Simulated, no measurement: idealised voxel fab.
The following is a process module called voxel plated lines.
Displayed cross-section: cut, width of 245 nm, square cells sized 5 nm.
Format of a cross-section: grid, square cells. Given as bands. Order: top down. Band: one or more rows of cells. A band entry consists of two parts. The first gives the height of the band's top and the height of its bottom, in nm. The rest lists the band's materials from left to right, each with its width in nm. A single material labelled with the word "full width" fills the band from edge to edge, and the word "blank" marks empty space. Measure heights from 0. That's the level where, below it, the as-received wafer is all one material. The lowest band is bottomless and extends downward; write it as in "0 nm and below". You'd read "30..40" like this: the band's top row of cells is as wide as the first number, its bottom row is as wide as the second, and going down, every row changes width by the same amount as the row before did. For the purposes of this document, the phrase "remains unaltered" attached to a step denotes that no cell within the cross-section was modified by that step. Closed empty spaces (no open way to the top) of 8 cells or more are what "Sealed internal cavities" lists, each as width x height at distance from the left edge, nm for all three. That trailing text on a step's line, after the settings, is the simulator's own remark on the step. The optional step-line setting "overlay nm" applies to steps with a mask and quantifies how far to the right of its planned location the mask lay, a negative value indicating leftward placement.

This section lists the process steps that were planned
1) RECEIVE | material Si
2) CONFORMAL_DEP | material SiO2 | thk nm 10
3) DIRECTIONAL_DEP | material TiN | thk nm 5
4) PATTERN | tone open | mask id LINES | material resist | width nm 25 | pitch nm 55 | thk nm 15 | overlay nm 0
5) EPI | material Ru | thk nm 10
6) STRIP | etch materials resist
7) DIRECTIONAL_ETCH | etch materials TiN | depth nm 5
8) CONFORMAL_DEP | material SiCN | thk nm 10

Account of the first of two wafers, which was processed as intended

As received, after step 1
	0 nm and below = Si full width
	Sealed internal cavities: none

The wafer, seen in cross-section, after step 2
	10 nm to 0 nm = SiO2 full width
	Nothing below the height 0 has changed.

The wafer, seen in cross-section, after step 3
	15 nm to 10 nm = TiN full width
	Nothing below the height 10 has changed.

The wafer, seen in cross-section, after step 4
	30 nm to 15 nm = resist 80 nm; blank 25 nm; resist 30 nm; blank 25 nm; resist 85 nm
	Nothing below the height 15 has changed.

The wafer, seen in cross-section, after step 5
	30 nm to 25 nm = resist 80 nm; blank 25 nm; resist 30 nm; blank 25 nm; resist 85 nm
	25 nm to 15 nm = resist 80 nm; Ru 25 nm; resist 30 nm; Ru 25 nm; resist 85 nm
	Nothing below the height 15 has changed.

The wafer, seen in cross-section, after step 6
	25 nm to 15 nm = blank 80 nm; Ru 25 nm; blank 30 nm; Ru 25 nm; blank 85 nm
	Nothing below the height 15 has changed.

The wafer, seen in cross-section, after step 7
	25 nm to 15 nm = blank 80 nm; Ru 25 nm; blank 30 nm; Ru 25 nm; blank 85 nm
	15 nm to 10 nm = blank 80 nm; TiN 25 nm; blank 30 nm; TiN 25 nm; blank 85 nm
	Nothing below the height 10 has changed.

The wafer, seen in cross-section, after step 8
	35 nm to 25 nm = blank 70 nm; SiCN 45 nm; blank 10 nm; SiCN 45 nm; blank 75 nm
	25 nm to 20 nm = blank 70 nm; SiCN 10 nm; Ru 25 nm; SiCN 10 nm; blank 10 nm; SiCN 10 nm; Ru 25 nm; SiCN 10 nm; blank 75 nm
	20 nm to 15 nm = SiCN 80 nm; Ru 25 nm; SiCN 30 nm; Ru 25 nm; SiCN 85 nm
	15 nm to 10 nm = SiCN 80 nm; TiN 25 nm; SiCN 30 nm; TiN 25 nm; SiCN 85 nm
	Nothing below the height 10 has changed.

Wafer two: like wafer one in start and plan, but with one mistake in execution; identical up to and including step 4

The second wafer in cross-section, at the planned close of step 5
	35 nm to 30 nm = blank 75 nm; Ru 35 nm; blank 20 nm; Ru 35 nm; blank 80 nm
	30 nm to 15 nm = resist 80 nm; Ru 25 nm; resist 30 nm; Ru 25 nm; resist 85 nm
	Nothing below the height 15 has changed.

The second wafer in cross-section, at the planned close of step 6
	35 nm to 30 nm = blank 75 nm; Ru 35 nm; blank 20 nm; Ru 35 nm; blank 80 nm
	30 nm to 15 nm = blank 80 nm; Ru 25 nm; blank 30 nm; Ru 25 nm; blank 85 nm
	Nothing below the height 15 has changed.

The second wafer in cross-section, at the planned close of step 7
	35 nm to 30 nm = blank 75 nm; Ru 35 nm; blank 20 nm; Ru 35 nm; blank 80 nm
	30 nm to 15 nm = blank 80 nm; Ru 25 nm; blank 30 nm; Ru 25 nm; blank 85 nm
	15 nm to 10 nm = blank 75 nm; TiN 35 nm; blank 20 nm; TiN 35 nm; blank 80 nm
	Nothing below the height 10 has changed.

The second wafer in cross-section, at the planned close of step 8
	45 nm to 35 nm = blank 65 nm; SiCN 110 nm; blank 70 nm
	35 nm to 30 nm = blank 65 nm; SiCN 10 nm; Ru 35 nm; SiCN 20 nm; Ru 35 nm; SiCN 10 nm; blank 70 nm
	30 nm to 20 nm = blank 65 nm; SiCN 15 nm; Ru 25 nm; SiCN 30 nm; Ru 25 nm; SiCN 15 nm; blank 70 nm
	20 nm to 15 nm = SiCN 80 nm; Ru 25 nm; SiCN 30 nm; Ru 25 nm; SiCN 85 nm
	15 nm to 10 nm = SiCN 75 nm; TiN 35 nm; SiCN 20 nm; TiN 35 nm; SiCN 80 nm
	Nothing below the height 10 has changed.
Misprocessing identified: step 5 of the plan was carried out twice
The second wafer ends with more or fewer cells of some materials than the first, per final count: Ru +24; SiCN +28; TiN +4
